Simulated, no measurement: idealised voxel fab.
process module | voxel gate over fins
cross-section cut | 240 nm wide | cells 5 nm
A cross-section is a grid of square cells, given in bands from the top down. A band is one or more rows of cells.
Each band's line starts with the height of the band's top and of its bottom, in nm. Then come its materials from left to right, each with its width in nm. One material with "throughout" fills the band from edge to edge. "air" is empty space.
Height 0 is the level under which the wafer as received is all one material. The lowest band goes on downwards, as in "0 down".
A width such as "30 to 40" changes by the same amount from each row of cells to the next, from the band's top row to its bottom row.
"no change" after a step means that no cell of the cross-section changed.
closed voids: empty space of 8 cells or more with no open way to the top, each as width x height at its distance from the left edge, in nm
after a step's settings: what the simulator itself notes on the step
overlay nm, on a step with a mask: how far to the right of its planned place the mask lay; to the left if negative
plan
1 op RECEIVE | material Si
2 op CONFORMAL_DEP | material SiN | thk nm 5
3 op PATTERN | tone cover | mask id FINS | material resist | width nm 15 | pitch nm 40 | thk nm 15 | overlay nm 0
4 op DIRECTIONAL_ETCH | etch materials SiN | depth nm 5
5 op DIRECTIONAL_ETCH | etch materials Si | depth nm 30
6 op STRIP | etch materials resist
7 op OXIDIZE | depth nm 5
8 op FILL_DEP | material SiO2 | thk nm 15
9 op CMP | height nm 5
10 op SELECTIVE_ETCH | etch materials SiO2 | depth nm 15
11 op STRIP | etch materials SiN
12 op CONFORMAL_DEP | material HfO2 | thk nm 5
13 op CONFORMAL_DEP | material TiN | thk nm 5
14 op FILL_DEP | material W | thk nm 10
15 op CMP | height nm 15
16 op CONFORMAL_DEP | material SiN | thk nm 5
as received, after step 1
  0 down: Si throughout
  closed voids: none
first wafer at the end, as planned
  20 to 15: SiN throughout
  15 to 10: W throughout
  10 to 5: W 45 | TiN 25 | W 15 | TiN 25 | W 15 | TiN 25 | W 15 | TiN 25 | W 50
  5 to 0: W 45 | TiN 5 | HfO2 15 | TiN 5 | W 15 | TiN 5 | HfO2 15 | TiN 5 | W 15 | TiN 5 | HfO2 15 | TiN 5 | W 15 | TiN 5 | HfO2 15 | TiN 5 | W 50
  0 to -5: TiN 50 | HfO2 5 | Si 5 | HfO2 5 | TiN 25 | HfO2 5 | Si 5 | HfO2 5 | TiN 25 | HfO2 5 | Si 5 | HfO2 5 | TiN 25 | HfO2 5 | Si 5 | HfO2 5 | TiN 55
  -5 to -10: HfO2 55 | Si 5 | HfO2 35 | Si 5 | HfO2 35 | Si 5 | HfO2 35 | Si 5 | HfO2 60
  -10 to -35: SiO2 55 | Si 5 | SiO2 35 | Si 5 | SiO2 35 | Si 5 | SiO2 35 | Si 5 | SiO2 60
  -35 down: Si throughout
  closed voids: none
second wafer at the end: like start, like plan, one mistake
  20 to 15: SiN throughout
  15 to 10: W throughout
  10 to 5: W 45 | TiN 25 | W 15 | TiN 25 | W 15 | TiN 25 | W 15 | TiN 25 | W 50
  5 to 0: W 45 | TiN 5 | HfO2 15 | TiN 5 | W 15 | TiN 5 | HfO2 15 | TiN 5 | W 15 | TiN 5 | HfO2 15 | TiN 5 | W 15 | TiN 5 | HfO2 15 | TiN 5 | W 50
  0 to -15: W 45 | TiN 5 | HfO2 5 | Si 5 | HfO2 5 | TiN 5 | W 15 | TiN 5 | HfO2 5 | Si 5 | HfO2 5 | TiN 5 | W 15 | TiN 5 | HfO2 5 | Si 5 | HfO2 5 | TiN 5 | W 15 | TiN 5 | HfO2 5 | Si 5 | HfO2 5 | TiN 5 | W 50
  -15 to -20: TiN 50 | HfO2 5 | Si 5 | HfO2 5 | TiN 25 | HfO2 5 | Si 5 | HfO2 5 | TiN 25 | HfO2 5 | Si 5 | HfO2 5 | TiN 25 | HfO2 5 | Si 5 | HfO2 5 | TiN 55
  -20 to -25: HfO2 55 | Si 5 | HfO2 35 | Si 5 | HfO2 35 | Si 5 | HfO2 35 | Si 5 | HfO2 60
  -25 to -35: SiO2 55 | Si 5 | SiO2 35 | Si 5 | SiO2 35 | Si 5 | SiO2 35 | Si 5 | SiO2 60
  -35 down: Si throughout
  closed voids: none
what went wrong: step 10 was run twice
at the end the second wafer has, in cells: 24 more of HfO2 | 132 fewer of SiO2 | 24 more of TiN | 84 more of W
